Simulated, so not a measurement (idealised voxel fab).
process module | voxel gate over fins
cross-section cut | 210 nm wide | cells 5 nm
A cross-section is a grid of square cells, given in bands from the top down. A band is one or more rows of cells.
Each band's line starts with the height of the band's top and of its bottom, in nm. Then come its materials from left to right, each with its width in nm. One material with "throughout" fills the band from edge to edge. "air" is empty space.
Height 0 is the level under which the wafer as received is all one material. The lowest band goes on downwards, as in "0 down".
A width such as "30 to 40" changes by the same amount from each row of cells to the next, from the band's top row to its bottom row.
"no change" after a step means that no cell of the cross-section changed.
closed voids: empty space of 8 cells or more with no open way to the top, each as width x height at its distance from the left edge, in nm
after a step's settings: what the simulator itself notes on the step
overlay nm, on a step with a mask: how far to the right of its planned place the mask lay; to the left if negative
Each pair below shows a cross-section before one step and the cross-section after it, down to the lowest band that changed. The line under each pair gives the step between them, with its settings. The pairs can come from different runs of this module on the same starting wafer, so a pair continues from the pair above only where its "before" says so.
before
  10 to 0: SiO2 40 | SiN 15 | SiO2 40 | SiN 15 | SiO2 40 | SiN 15 | SiO2 45
  0 to -20: SiO2 40 | Si 15 | SiO2 40 | Si 15 | SiO2 40 | Si 15 | SiO2 45
  -20 to -25: SiO2 40 | Si 15 | SiO2 10 | TiN 5 | W 5 | TiN 5 | SiO2 15 | Si 15 | SiO2 40 | Si 15 | SiO2 45
  -25 to -30: SiO2 40 | Si 15 | SiO2 10 | TiN 15 | SiO2 15 | Si 15 | SiO2 40 | Si 15 | SiO2 45
  -30 to -40: SiO2 40 | Si 15 | SiO2 40 | Si 15 | SiO2 40 | Si 15 | SiO2 45
  -40 down: Si throughout
  closed voids: none
after
  10 to 0: air 40 | SiN 15 | air 40 | SiN 15 | air 40 | SiN 15 | air 45
  0 to -10: air 40 | Si 15 | air 40 | Si 15 | air 40 | Si 15 | air 45
  below -10: unchanged
  closed voids: none
the step between: op SELECTIVE_ETCH | etch materials SiO2 | depth nm 20
before: the cross-section after the pair above
after
  0 to -10: air 40 | Si 15 | air 40 | Si 15 | air 40 | Si 15 | air 45
  below -10: unchanged
  closed voids: none
the step between: op STRIP | etch materials SiN
before: the cross-section after the pair above
after
  5 to 0: air 35 | HfO2 25 | air 30 | HfO2 25 | air 30 | HfO2 25 | air 40
  0 to -5: air 35 | HfO2 5 | Si 15 | HfO2 5 | air 30 | HfO2 5 | Si 15 | HfO2 5 | air 30 | HfO2 5 | Si 15 | HfO2 5 | air 40
  -5 to -10: HfO2 40 | Si 15 | HfO2 40 | Si 15 | HfO2 40 | Si 15 | HfO2 45
  below -10: unchanged
  closed voids: none
the step between: op CONFORMAL_DEP | material HfO2 | thk nm 5
before: the cross-section after the pair above
after
  10 to 5: air 30 | TiN 35 | air 20 | TiN 35 | air 20 | TiN 35 | air 35
  5 to 0: air 30 | TiN 5 | HfO2 25 | TiN 5 | air 20 | TiN 5 | HfO2 25 | TiN 5 | air 20 | TiN 5 | HfO2 25 | TiN 5 | air 35
  0 to -5: TiN 35 | HfO2 5 | Si 15 | HfO2 5 | TiN 30 | HfO2 5 | Si 15 | HfO2 5 | TiN 30 | HfO2 5 | Si 15 | HfO2 5 | TiN 40
  below -5: unchanged
  closed voids: none
the step between: op CONFORMAL_DEP | material TiN | thk nm 5
before: the cross-section after the pair above
after
  15 to 10: air 25 | TiAl 45 | air 10 | TiAl 45 | air 10 | TiAl 45 | air 30
  10 to 5: air 25 | TiAl 5 | TiN 35 | TiAl 5 | air 10 | TiAl 5 | TiN 35 | TiAl 5 | air 10 | TiAl 5 | TiN 35 | TiAl 5 | air 30
  5 to 0: TiAl 30 | TiN 5 | HfO2 25 | TiN 5 | TiAl 20 | TiN 5 | HfO2 25 | TiN 5 | TiAl 20 | TiN 5 | HfO2 25 | TiN 5 | TiAl 35
  below 0: unchanged
  closed voids: none
the step between: op CONFORMAL_DEP | material TiAl | thk nm 5
before: the cross-section after the pair above
after
  20 to 15: air 20 | TiN 165 | air 25
  15 to 10: air 20 | TiN 5 | TiAl 45 | TiN 10 | TiAl 45 | TiN 10 | TiAl 45 | TiN 5 | air 25
  10 to 5: TiN 25 | TiAl 5 | TiN 35 | TiAl 5 | TiN 10 | TiAl 5 | TiN 35 | TiAl 5 | TiN 10 | TiAl 5 | TiN 35 | TiAl 5 | TiN 30
  below 5: unchanged
  closed voids: none
the step between: op CONFORMAL_DEP | material TiN | thk nm 5
before: the cross-section after the pair above
after
  35 to 20: W throughout
  20 to 15: W 20 | TiN 165 | W 25
  15 to 10: W 20 | TiN 5 | TiAl 45 | TiN 10 | TiAl 45 | TiN 10 | TiAl 45 | TiN 5 | W 25
  below 10: unchanged
  closed voids: none
the step between: op FILL_DEP | material W | thk nm 15
before: the cross-section after the pair above
after
  30 to 20: W throughout
  below 20: unchanged
  closed voids: none
the step between: op CMP | height nm 30
before: the cross-section after the pair above
after
  40 to 30: SiCN throughout
  below 30: unchanged
  closed voids: none
the step between: op CONFORMAL_DEP | material SiCN | thk nm 10
before
  20 to 10: aC throughout
  10 to 0: SiO2 40 | SiN 15 | SiO2 40 | SiN 15 | SiO2 40 | SiN 15 | SiO2 45
  0 to -35: SiO2 40 | Si 15 | SiO2 40 | Si 15 | SiO2 40 | Si 15 | SiO2 45
  -35 down: Si throughout
  closed voids: none
after
  45 to 20: resist 60 | air 25 | resist 125
  below 20: unchanged
  closed voids: none
the step between: op PATTERN | tone open | mask id RAIL | material resist | width nm 25 | thk nm 25 | overlay nm 0
before: the cross-section after the pair above
after
  35 to 20: resist 60 | air 25 | resist 125
  20 to 10: aC 60 | air 25 | aC 125
  below 10: unchanged
  closed voids: none
the step between: op DIRECTIONAL_ETCH | etch materials aC | depth nm 10
before: the cross-section after the pair above
after
  20 to 10: aC 60 | air 25 | aC 125
  below 10: unchanged
  closed voids: none
the step between: op STRIP | etch materials resist
before: the cross-section after the pair above
after
  20 to 10: aC 60 | air 25 | aC 125
  10 to 0: SiO2 40 | SiN 15 | SiO2 5 | air 25 | SiO2 10 | SiN 15 | SiO2 40 | SiN 15 | SiO2 45
  0 to -30: SiO2 40 | Si 15 | SiO2 5 | air 25 | SiO2 10 | Si 15 | SiO2 40 | Si 15 | SiO2 45
  below -30: unchanged
  closed voids: none
the step between: op DIRECTIONAL_ETCH | etch materials SiO2 | depth nm 40
before: the cross-section after the pair above
after
  10 to 0: SiO2 40 | SiN 15 | SiO2 5 | air 25 | SiO2 10 | SiN 15 | SiO2 40 | SiN 15 | SiO2 45
  below 0: unchanged
  closed voids: none
the step between: op STRIP | etch materials aC
before: the cross-section after the pair above
after
  15 to 10: TiN 65 | air 15 | TiN 130
  10 to 0: SiO2 40 | SiN 15 | SiO2 5 | TiN 5 | air 15 | TiN 5 | SiO2 10 | SiN 15 | SiO2 40 | SiN 15 | SiO2 45
  0 to -25: SiO2 40 | Si 15 | SiO2 5 | TiN 5 | air 15 | TiN 5 | SiO2 10 | Si 15 | SiO2 40 | Si 15 | SiO2 45
  -25 to -30: SiO2 40 | Si 15 | SiO2 5 | TiN 25 | SiO2 10 | Si 15 | SiO2 40 | Si 15 | SiO2 45
  below -30: unchanged
  closed voids: none
the step between: op CONFORMAL_DEP | material TiN | thk nm 5
before: the cross-section after the pair above
after
  25 to 15: W throughout
  15 to 10: TiN 65 | W 15 | TiN 130
  10 to 0: SiO2 40 | SiN 15 | SiO2 5 | TiN 5 | W 15 | TiN 5 | SiO2 10 | SiN 15 | SiO2 40 | SiN 15 | SiO2 45
  0 to -25: SiO2 40 | Si 15 | SiO2 5 | TiN 5 | W 15 | TiN 5 | SiO2 10 | Si 15 | SiO2 40 | Si 15 | SiO2 45
  below -25: unchanged
  closed voids: none
the step between: op FILL_DEP | material W | thk nm 10
before: the cross-section after the pair above
after
  10 to 0: SiO2 40 | SiN 15 | SiO2 5 | TiN 5 | W 15 | TiN 5 | SiO2 10 | SiN 15 | SiO2 40 | SiN 15 | SiO2 45
  below 0: unchanged
  closed voids: none
the step between: op CMP | height nm 10
before: the cross-section after the pair above
after
  10 to 0: SiO2 40 | SiN 15 | SiO2 5 | air 25 | SiO2 10 | SiN 15 | SiO2 40 | SiN 15 | SiO2 45
  0 to -20: SiO2 40 | Si 15 | SiO2 5 | air 25 | SiO2 10 | Si 15 | SiO2 40 | Si 15 | SiO2 45
  below -20: unchanged
  closed voids: none
the step between: op SELECTIVE_ETCH | etch materials W Ru TiN | depth nm 30
before: the cross-section after the pair above
after
  15 to 10: SiO2 throughout
  10 to 0: SiO2 40 | SiN 15 | SiO2 40 | SiN 15 | SiO2 40 | SiN 15 | SiO2 45
  0 to -20: SiO2 40 | Si 15 | SiO2 40 | Si 15 | SiO2 40 | Si 15 | SiO2 45
  below -20: unchanged
  closed voids: none
the step between: op FILL_DEP | material SiO2 | thk nm 5
before: the cross-section after the pair above
after
  10 to 0: SiO2 40 | SiN 15 | SiO2 40 | SiN 15 | SiO2 40 | SiN 15 | SiO2 45
  below 0: unchanged
  closed voids: none
the step between: op CMP | height nm 10
before: the cross-section after the pair above
after
  10 to 0: air 40 | SiN 15 | air 40 | SiN 15 | air 40 | SiN 15 | air 45
  0 to -10: air 40 | Si 15 | air 40 | Si 15 | air 40 | Si 15 | air 45
  below -10: unchanged
  closed voids: none
the step between: op SELECTIVE_ETCH | etch materials SiO2 | depth nm 20
before: the cross-section after the pair above
after
  0 to -10: air 40 | Si 15 | air 40 | Si 15 | air 40 | Si 15 | air 45
  below -10: unchanged
  closed voids: none
the step between: op STRIP | etch materials SiN
before: the cross-section after the pair above
after
  5 to 0: air 35 | HfO2 25 | air 30 | HfO2 25 | air 30 | HfO2 25 | air 40
  0 to -5: air 35 | HfO2 5 | Si 15 | HfO2 5 | air 30 | HfO2 5 | Si 15 | HfO2 5 | air 30 | HfO2 5 | Si 15 | HfO2 5 | air 40
  -5 to -10: HfO2 40 | Si 15 | HfO2 40 | Si 15 | HfO2 40 | Si 15 | HfO2 45
  below -10: unchanged
  closed voids: none
the step between: op CONFORMAL_DEP | material HfO2 | thk nm 5
before: the cross-section after the pair above
after
  10 to 5: air 30 | TiN 35 | air 20 | TiN 35 | air 20 | TiN 35 | air 35
  5 to 0: air 30 | TiN 5 | HfO2 25 | TiN 5 | air 20 | TiN 5 | HfO2 25 | TiN 5 | air 20 | TiN 5 | HfO2 25 | TiN 5 | air 35
  0 to -5: TiN 35 | HfO2 5 | Si 15 | HfO2 5 | TiN 30 | HfO2 5 | Si 15 | HfO2 5 | TiN 30 | HfO2 5 | Si 15 | HfO2 5 | TiN 40
  below -5: unchanged
  closed voids: none
the step between: op CONFORMAL_DEP | material TiN | thk nm 5
before: the cross-section after the pair above
after
  15 to 10: air 25 | TiAl 45 | air 10 | TiAl 45 | air 10 | TiAl 45 | air 30
  10 to 5: air 25 | TiAl 5 | TiN 35 | TiAl 5 | air 10 | TiAl 5 | TiN 35 | TiAl 5 | air 10 | TiAl 5 | TiN 35 | TiAl 5 | air 30
  5 to 0: TiAl 30 | TiN 5 | HfO2 25 | TiN 5 | TiAl 20 | TiN 5 | HfO2 25 | TiN 5 | TiAl 20 | TiN 5 | HfO2 25 | TiN 5 | TiAl 35
  below 0: unchanged
  closed voids: none
the step between: op CONFORMAL_DEP | material TiAl | thk nm 5
before: the cross-section after the pair above
after
  20 to 15: air 20 | TiN 165 | air 25
  15 to 10: air 20 | TiN 5 | TiAl 45 | TiN 10 | TiAl 45 | TiN 10 | TiAl 45 | TiN 5 | air 25
  10 to 5: TiN 25 | TiAl 5 | TiN 35 | TiAl 5 | TiN 10 | TiAl 5 | TiN 35 | TiAl 5 | TiN 10 | TiAl 5 | TiN 35 | TiAl 5 | TiN 30
  below 5: unchanged
  closed voids: none
the step between: op CONFORMAL_DEP | material TiN | thk nm 5
before: the cross-section after the pair above
after
  35 to 20: W throughout
  20 to 15: W 20 | TiN 165 | W 25
  15 to 10: W 20 | TiN 5 | TiAl 45 | TiN 10 | TiAl 45 | TiN 10 | TiAl 45 | TiN 5 | W 25
  below 10: unchanged
  closed voids: none
the step between: op FILL_DEP | material W | thk nm 15
before: the cross-section after the pair above
after
  30 to 20: W throughout
  below 20: unchanged
  closed voids: none
the step between: op CMP | height nm 30
before: the cross-section after the pair above
after
  40 to 30: SiCN throughout
  below 30: unchanged
  closed voids: none
the step between: op CONFORMAL_DEP | material SiCN | thk nm 10
before
  20 to 10: aC throughout
  10 to 0: SiN throughout
  0 down: Si throughout
  closed voids: none
after
  50 to 20: air 35 | resist 15 | air 40 | resist 15 | air 40 | resist 15 | air 50
  below 20: unchanged
  closed voids: none
the step between: op PATTERN | tone cover | mask id FINS | material resist | width nm 15 | pitch nm 55 | thk nm 30 | overlay nm -5
before: the cross-section after the pair above
after
  40 to 20: air 35 | resist 15 | air 40 | resist 15 | air 40 | resist 15 | air 50
  20 to 10: air 35 | aC 15 | air 40 | aC 15 | air 40 | aC 15 | air 50
  below 10: unchanged
  closed voids: none
the step between: op DIRECTIONAL_ETCH | etch materials aC | depth nm 10
before: the cross-section after the pair above
after
  20 to 10: air 35 | aC 15 | air 40 | aC 15 | air 40 | aC 15 | air 50
  below 10: unchanged
  closed voids: none
the step between: op STRIP | etch materials resist
before: the cross-section after the pair above
after
  20 to 10: air 35 | aC 15 | air 40 | aC 15 | air 40 | aC 15 | air 50
  10 to 0: air 35 | SiN 15 | air 40 | SiN 15 | air 40 | SiN 15 | air 50
  below 0: unchanged
  closed voids: none
the step between: op DIRECTIONAL_ETCH | etch materials SiN | depth nm 10
before: the cross-section after the pair above
after
  20 to 10: air 35 | aC 15 | air 40 | aC 15 | air 40 | aC 15 | air 50
  10 to 0: air 35 | SiN 15 | air 40 | SiN 15 | air 40 | SiN 15 | air 50
  0 to -35: air 35 | Si 15 | air 40 | Si 15 | air 40 | Si 15 | air 50
  below -35: unchanged
  closed voids: none
the step between: op DIRECTIONAL_ETCH | etch materials Si | depth nm 35
before: the cross-section after the pair above
after
  10 to 0: air 35 | SiN 15 | air 40 | SiN 15 | air 40 | SiN 15 | air 50
  below 0: unchanged
  closed voids: none
the step between: op STRIP | etch materials aC
before: the cross-section after the pair above
after
  25 to 10: SiO2 throughout
  10 to 0: SiO2 35 | SiN 15 | SiO2 40 | SiN 15 | SiO2 40 | SiN 15 | SiO2 50
  0 to -35: SiO2 35 | Si 15 | SiO2 40 | Si 15 | SiO2 40 | Si 15 | SiO2 50
  below -35: unchanged
  closed voids: none
the step between: op FILL_DEP | material SiO2 | thk nm 15
before: the cross-section after the pair above
after
  10 to 0: SiO2 35 | SiN 15 | SiO2 40 | SiN 15 | SiO2 40 | SiN 15 | SiO2 50
  below 0: unchanged
  closed voids: none
the step between: op CMP | height nm 10
before: the cross-section after the pair above
after
  20 to 10: aC throughout
  below 10: unchanged
  closed voids: none
the step between: op DIRECTIONAL_DEP | material aC | thk nm 10
before: the cross-section after the pair above
after
  45 to 20: resist 65 | air 15 | resist 130
  below 20: unchanged
  closed voids: none
the step between: op PATTERN | tone open | mask id RAIL | material resist | width nm 15 | thk nm 25 | overlay nm 0
before: the cross-section after the pair above
after
  35 to 20: resist 65 | air 15 | resist 130
  20 to 10: aC 65 | air 15 | aC 130
  below 10: unchanged
  closed voids: none
the step between: op DIRECTIONAL_ETCH | etch materials aC | depth nm 10
before: the cross-section after the pair above
after
  20 to 10: aC 65 | air 15 | aC 130
  below 10: unchanged
  closed voids: none
the step between: op STRIP | etch materials resist
before: the cross-section after the pair above
after
  20 to 10: aC 65 | air 15 | aC 130
  10 to 0: SiO2 35 | SiN 15 | SiO2 15 | air 15 | SiO2 10 | SiN 15 | SiO2 40 | SiN 15 | SiO2 50
  0 to -30: SiO2 35 | Si 15 | SiO2 15 | air 15 | SiO2 10 | Si 15 | SiO2 40 | Si 15 | SiO2 50
  below -30: unchanged
  closed voids: none
the step between: op DIRECTIONAL_ETCH | etch materials SiO2 | depth nm 40
before: the cross-section after the pair above
after
  10 to 0: SiO2 35 | SiN 15 | SiO2 15 | air 15 | SiO2 10 | SiN 15 | SiO2 40 | SiN 15 | SiO2 50
  below 0: unchanged
  closed voids: none
the step between: op STRIP | etch materials aC
before: the cross-section after the pair above
after
  15 to 10: TiN 70 | air 5 | TiN 135
  10 to 0: SiO2 35 | SiN 15 | SiO2 15 | TiN 5 | air 5 | TiN 5 | SiO2 10 | SiN 15 | SiO2 40 | SiN 15 | SiO2 50
  0 to -25: SiO2 35 | Si 15 | SiO2 15 | TiN 5 | air 5 | TiN 5 | SiO2 10 | Si 15 | SiO2 40 | Si 15 | SiO2 50
  -25 to -30: SiO2 35 | Si 15 | SiO2 15 | TiN 15 | SiO2 10 | Si 15 | SiO2 40 | Si 15 | SiO2 50
  below -30: unchanged
  closed voids: none
the step between: op CONFORMAL_DEP | material TiN | thk nm 5
before: the cross-section after the pair above
after
  25 to 15: W throughout
  15 to 10: TiN 70 | W 5 | TiN 135
  10 to 0: SiO2 35 | SiN 15 | SiO2 15 | TiN 5 | W 5 | TiN 5 | SiO2 10 | SiN 15 | SiO2 40 | SiN 15 | SiO2 50
  0 to -25: SiO2 35 | Si 15 | SiO2 15 | TiN 5 | W 5 | TiN 5 | SiO2 10 | Si 15 | SiO2 40 | Si 15 | SiO2 50
  below -25: unchanged
  closed voids: none
the step between: op FILL_DEP | material W | thk nm 10
before: the cross-section after the pair above
after
  10 to 0: SiO2 35 | SiN 15 | SiO2 15 | TiN 5 | W 5 | TiN 5 | SiO2 10 | SiN 15 | SiO2 40 | SiN 15 | SiO2 50
  below 0: unchanged
  closed voids: none
the step between: op CMP | height nm 10
before: the cross-section after the pair above
after
  10 to 0: SiO2 35 | SiN 15 | SiO2 15 | air 15 | SiO2 10 | SiN 15 | SiO2 40 | SiN 15 | SiO2 50
  0 to -20: SiO2 35 | Si 15 | SiO2 15 | air 15 | SiO2 10 | Si 15 | SiO2 40 | Si 15 | SiO2 50
  below -20: unchanged
  closed voids: none
the step between: op SELECTIVE_ETCH | etch materials W Ru TiN | depth nm 30
before: the cross-section after the pair above
after
  15 to 10: SiO2 throughout
  10 to 0: SiO2 35 | SiN 15 | SiO2 40 | SiN 15 | SiO2 40 | SiN 15 | SiO2 50
  0 to -20: SiO2 35 | Si 15 | SiO2 40 | Si 15 | SiO2 40 | Si 15 | SiO2 50
  below -20: unchanged
  closed voids: none
the step between: op FILL_DEP | material SiO2 | thk nm 5
before: the cross-section after the pair above
after
  10 to 0: SiO2 35 | SiN 15 | SiO2 40 | SiN 15 | SiO2 40 | SiN 15 | SiO2 50
  below 0: unchanged
  closed voids: none
the step between: op CMP | height nm 10
before: the cross-section after the pair above
after
  10 to 0: air 35 | SiN 15 | air 40 | SiN 15 | air 40 | SiN 15 | air 50
  0 to -10: air 35 | Si 15 | air 40 | Si 15 | air 40 | Si 15 | air 50
  below -10: unchanged
  closed voids: none
the step between: op SELECTIVE_ETCH | etch materials SiO2 | depth nm 20
before: the cross-section after the pair above
after
  0 to -10: air 35 | Si 15 | air 40 | Si 15 | air 40 | Si 15 | air 50
  below -10: unchanged
  closed voids: none
the step between: op STRIP | etch materials SiN
before: the cross-section after the pair above
after
  5 to 0: air 30 | HfO2 25 | air 30 | HfO2 25 | air 30 | HfO2 25 | air 45
  0 to -5: air 30 | HfO2 5 | Si 15 | HfO2 5 | air 30 | HfO2 5 | Si 15 | HfO2 5 | air 30 | HfO2 5 | Si 15 | HfO2 5 | air 45
  -5 to -10: HfO2 35 | Si 15 | HfO2 40 | Si 15 | HfO2 40 | Si 15 | HfO2 50
  below -10: unchanged
  closed voids: none
the step between: op CONFORMAL_DEP | material HfO2 | thk nm 5
before: the cross-section after the pair above
after
  10 to 5: air 25 | TiN 35 | air 20 | TiN 35 | air 20 | TiN 35 | air 40
  5 to 0: air 25 | TiN 5 | HfO2 25 | TiN 5 | air 20 | TiN 5 | HfO2 25 | TiN 5 | air 20 | TiN 5 | HfO2 25 | TiN 5 | air 40
  0 to -5: TiN 30 | HfO2 5 | Si 15 | HfO2 5 | TiN 30 | HfO2 5 | Si 15 | HfO2 5 | TiN 30 | HfO2 5 | Si 15 | HfO2 5 | TiN 45
  below -5: unchanged
  closed voids: none
the step between: op CONFORMAL_DEP | material TiN | thk nm 5
before: the cross-section after the pair above
after
  15 to 10: air 20 | TiAl 45 | air 10 | TiAl 45 | air 10 | TiAl 45 | air 35
  10 to 5: air 20 | TiAl 5 | TiN 35 | TiAl 5 | air 10 | TiAl 5 | TiN 35 | TiAl 5 | air 10 | TiAl 5 | TiN 35 | TiAl 5 | air 35
  5 to 0: TiAl 25 | TiN 5 | HfO2 25 | TiN 5 | TiAl 20 | TiN 5 | HfO2 25 | TiN 5 | TiAl 20 | TiN 5 | HfO2 25 | TiN 5 | TiAl 40
  below 0: unchanged
  closed voids: none
the step between: op CONFORMAL_DEP | material TiAl | thk nm 5
before: the cross-section after the pair above
after
  20 to 15: air 15 | TiN 165 | air 30
  15 to 10: air 15 | TiN 5 | TiAl 45 | TiN 10 | TiAl 45 | TiN 10 | TiAl 45 | TiN 5 | air 30
  10 to 5: TiN 20 | TiAl 5 | TiN 35 | TiAl 5 | TiN 10 | TiAl 5 | TiN 35 | TiAl 5 | TiN 10 | TiAl 5 | TiN 35 | TiAl 5 | TiN 35
  below 5: unchanged
  closed voids: none
the step between: op CONFORMAL_DEP | material TiN | thk nm 5
before: the cross-section after the pair above
after
  35 to 20: W throughout
  20 to 15: W 15 | TiN 165 | W 30
  15 to 10: W 15 | TiN 5 | TiAl 45 | TiN 10 | TiAl 45 | TiN 10 | TiAl 45 | TiN 5 | W 30
  below 10: unchanged
  closed voids: none
the step between: op FILL_DEP | material W | thk nm 15
before: the cross-section after the pair above
after
  30 to 20: W throughout
  below 20: unchanged
  closed voids: none
the step between: op CMP | height nm 30
before: the cross-section after the pair above
after
  40 to 30: SiCN throughout
  below 30: unchanged
  closed voids: none
the step between: op CONFORMAL_DEP | material SiCN | thk nm 10
before
  20 to 15: air 20 | TiN 165 | air 25
  15 to 10: air 20 | TiN 5 | TiAl 45 | TiN 10 | TiAl 45 | TiN 10 | TiAl 45 | TiN 5 | air 25
  10 to 5: TiN 25 | TiAl 5 | TiN 35 | TiAl 5 | TiN 10 | TiAl 5 | TiN 35 | TiAl 5 | TiN 10 | TiAl 5 | TiN 35 | TiAl 5 | TiN 30
  5 to 0: TiAl 30 | TiN 5 | HfO2 25 | TiN 5 | TiAl 20 | TiN 5 | HfO2 25 | TiN 5 | TiAl 20 | TiN 5 | HfO2 25 | TiN 5 | TiAl 35
  0 to -5: TiN 35 | HfO2 5 | Si 15 | HfO2 5 | TiN 30 | HfO2 5 | Si 15 | HfO2 5 | TiN 30 | HfO2 5 | Si 15 | HfO2 5 | TiN 40
  -5 to -10: HfO2 40 | Si 15 | HfO2 40 | Si 15 | HfO2 40 | Si 15 | HfO2 45
  -10 to -20: SiO2 40 | Si 15 | SiO2 40 | Si 15 | SiO2 40 | Si 15 | SiO2 45
  -20 to -25: SiO2 40 | Si 15 | SiO2 10 | TiN 5 | W 5 | TiN 5 | SiO2 15 | Si 15 | SiO2 40 | Si 15 | SiO2 45
  -25 to -30: SiO2 40 | Si 15 | SiO2 10 | TiN 15 | SiO2 15 | Si 15 | SiO2 40 | Si 15 | SiO2 45
  -30 to -35: SiO2 40 | Si 15 | SiO2 40 | Si 15 | SiO2 40 | Si 15 | SiO2 45
  -35 down: Si throughout
  closed voids: none
after
  35 to 20: Ru throughout
  20 to 15: Ru 20 | TiN 165 | Ru 25
  15 to 10: Ru 20 | TiN 5 | TiAl 45 | TiN 10 | TiAl 45 | TiN 10 | TiAl 45 | TiN 5 | Ru 25
  below 10: unchanged
  closed voids: none
the step between: op FILL_DEP | material Ru | thk nm 15
before: the cross-section after the pair above
after
  30 to 20: Ru throughout
  below 20: unchanged
  closed voids: none
the step between: op CMP | height nm 30
before: the cross-section after the pair above
after
  40 to 30: SiCN throughout
  below 30: unchanged
  closed voids: none
the step between: op CONFORMAL_DEP | material SiCN | thk nm 10
before
  20 to 10: aC throughout
  10 to 0: SiO2 40 | SiN 15 | SiO2 40 | SiN 15 | SiO2 40 | SiN 15 | SiO2 45
  0 to -35: SiO2 40 | Si 15 | SiO2 40 | Si 15 | SiO2 40 | Si 15 | SiO2 45
  -35 down: Si throughout
  closed voids: none
after
  45 to 20: air 65 | resist 15 | air 130
  below 20: unchanged
  closed voids: none
the step between: op PATTERN | tone cover | mask id RAIL | material resist | width nm 15 | thk nm 25 | overlay nm 0
before: the cross-section after the pair above
after
  35 to 20: air 65 | resist 15 | air 130
  20 to 10: air 65 | aC 15 | air 130
  below 10: unchanged
  closed voids: none
the step between: op DIRECTIONAL_ETCH | etch materials aC | depth nm 10
before: the cross-section after the pair above
after
  20 to 10: air 65 | aC 15 | air 130
  below 10: unchanged
  closed voids: none
the step between: op STRIP | etch materials resist
before: the cross-section after the pair above
after
  20 to 10: air 65 | aC 15 | air 130
  10 to 0: air 40 | SiN 15 | air 10 | SiO2 15 | air 15 | SiN 15 | air 40 | SiN 15 | air 45
  0 to -30: air 40 | Si 15 | air 10 | SiO2 15 | air 15 | Si 15 | air 40 | Si 15 | air 45
  below -30: unchanged
  closed voids: none
the step between: op DIRECTIONAL_ETCH | etch materials SiO2 | depth nm 40
before: the cross-section after the pair above
after
  10 to 0: air 40 | SiN 15 | air 10 | SiO2 15 | air 15 | SiN 15 | air 40 | SiN 15 | air 45
  below 0: unchanged
  closed voids: none
the step between: op STRIP | etch materials aC
before: the cross-section after the pair above
after
  15 to 10: air 35 | TiN 50 | air 5 | TiN 25 | air 30 | TiN 25 | air 40
  10 to 0: air 35 | TiN 5 | SiN 15 | TiN 10 | SiO2 15 | TiN 5 | air 5 | TiN 5 | SiN 15 | TiN 5 | air 30 | TiN 5 | SiN 15 | TiN 5 | air 40
  0 to -25: air 35 | TiN 5 | Si 15 | TiN 10 | SiO2 15 | TiN 5 | air 5 | TiN 5 | Si 15 | TiN 5 | air 30 | TiN 5 | Si 15 | TiN 5 | air 40
  -25 to -30: TiN 40 | Si 15 | TiN 10 | SiO2 15 | TiN 15 | Si 15 | TiN 40 | Si 15 | TiN 45
  below -30: unchanged
  closed voids: none
the step between: op CONFORMAL_DEP | material TiN | thk nm 5
before: the cross-section after the pair above
after
  25 to 15: W throughout
  15 to 10: W 35 | TiN 50 | W 5 | TiN 25 | W 30 | TiN 25 | W 40
  10 to 0: W 35 | TiN 5 | SiN 15 | TiN 10 | SiO2 15 | TiN 5 | W 5 | TiN 5 | SiN 15 | TiN 5 | W 30 | TiN 5 | SiN 15 | TiN 5 | W 40
  0 to -25: W 35 | TiN 5 | Si 15 | TiN 10 | SiO2 15 | TiN 5 | W 5 | TiN 5 | Si 15 | TiN 5 | W 30 | TiN 5 | Si 15 | TiN 5 | W 40
  below -25: unchanged
  closed voids: none
the step between: op FILL_DEP | material W | thk nm 10
before: the cross-section after the pair above
after
  10 to 0: W 35 | TiN 5 | SiN 15 | TiN 10 | SiO2 15 | TiN 5 | W 5 | TiN 5 | SiN 15 | TiN 5 | W 30 | TiN 5 | SiN 15 | TiN 5 | W 40
  below 0: unchanged
  closed voids: none
the step between: op CMP | height nm 10
before: the cross-section after the pair above
after
  10 to 0: air 40 | SiN 15 | air 10 | SiO2 15 | air 15 | SiN 15 | air 40 | SiN 15 | air 45
  0 to -20: air 40 | Si 15 | air 10 | SiO2 15 | air 15 | Si 15 | air 40 | Si 15 | air 45
  below -20: unchanged
  closed voids: none
the step between: op SELECTIVE_ETCH | etch materials W Ru TiN | depth nm 30
before: the cross-section after the pair above
after
  15 to 10: SiO2 throughout
  10 to 0: SiO2 40 | SiN 15 | SiO2 40 | SiN 15 | SiO2 40 | SiN 15 | SiO2 45
  0 to -20: SiO2 40 | Si 15 | SiO2 40 | Si 15 | SiO2 40 | Si 15 | SiO2 45
  below -20: unchanged
  closed voids: none
the step between: op FILL_DEP | material SiO2 | thk nm 5
before: the cross-section after the pair above
after
  10 to 0: SiO2 40 | SiN 15 | SiO2 40 | SiN 15 | SiO2 40 | SiN 15 | SiO2 45
  below 0: unchanged
  closed voids: none
the step between: op CMP | height nm 10
before: the cross-section after the pair above
after
  10 to 0: air 40 | SiN 15 | air 40 | SiN 15 | air 40 | SiN 15 | air 45
  0 to -10: air 40 | Si 15 | air 40 | Si 15 | air 40 | Si 15 | air 45
  below -10: unchanged
  closed voids: none
the step between: op SELECTIVE_ETCH | etch materials SiO2 | depth nm 20
before: the cross-section after the pair above
after
  0 to -10: air 40 | Si 15 | air 40 | Si 15 | air 40 | Si 15 | air 45
  below -10: unchanged
  closed voids: none
the step between: op STRIP | etch materials SiN
before: the cross-section after the pair above
after
  5 to 0: air 35 | HfO2 25 | air 30 | HfO2 25 | air 30 | HfO2 25 | air 40
  0 to -5: air 35 | HfO2 5 | Si 15 | HfO2 5 | air 30 | HfO2 5 | Si 15 | HfO2 5 | air 30 | HfO2 5 | Si 15 | HfO2 5 | air 40
  -5 to -10: HfO2 40 | Si 15 | HfO2 40 | Si 15 | HfO2 40 | Si 15 | HfO2 45
  below -10: unchanged
  closed voids: none
the step between: op CONFORMAL_DEP | material HfO2 | thk nm 5
before: the cross-section after the pair above
after
  10 to 5: air 30 | TiN 35 | air 20 | TiN 35 | air 20 | TiN 35 | air 35
  5 to 0: air 30 | TiN 5 | HfO2 25 | TiN 5 | air 20 | TiN 5 | HfO2 25 | TiN 5 | air 20 | TiN 5 | HfO2 25 | TiN 5 | air 35
  0 to -5: TiN 35 | HfO2 5 | Si 15 | HfO2 5 | TiN 30 | HfO2 5 | Si 15 | HfO2 5 | TiN 30 | HfO2 5 | Si 15 | HfO2 5 | TiN 40
  below -5: unchanged
  closed voids: none
the step between: op CONFORMAL_DEP | material TiN | thk nm 5
before: the cross-section after the pair above
after
  15 to 10: air 25 | TiAl 45 | air 10 | TiAl 45 | air 10 | TiAl 45 | air 30
  10 to 5: air 25 | TiAl 5 | TiN 35 | TiAl 5 | air 10 | TiAl 5 | TiN 35 | TiAl 5 | air 10 | TiAl 5 | TiN 35 | TiAl 5 | air 30
  5 to 0: TiAl 30 | TiN 5 | HfO2 25 | TiN 5 | TiAl 20 | TiN 5 | HfO2 25 | TiN 5 | TiAl 20 | TiN 5 | HfO2 25 | TiN 5 | TiAl 35
  below 0: unchanged
  closed voids: none
the step between: op CONFORMAL_DEP | material TiAl | thk nm 5
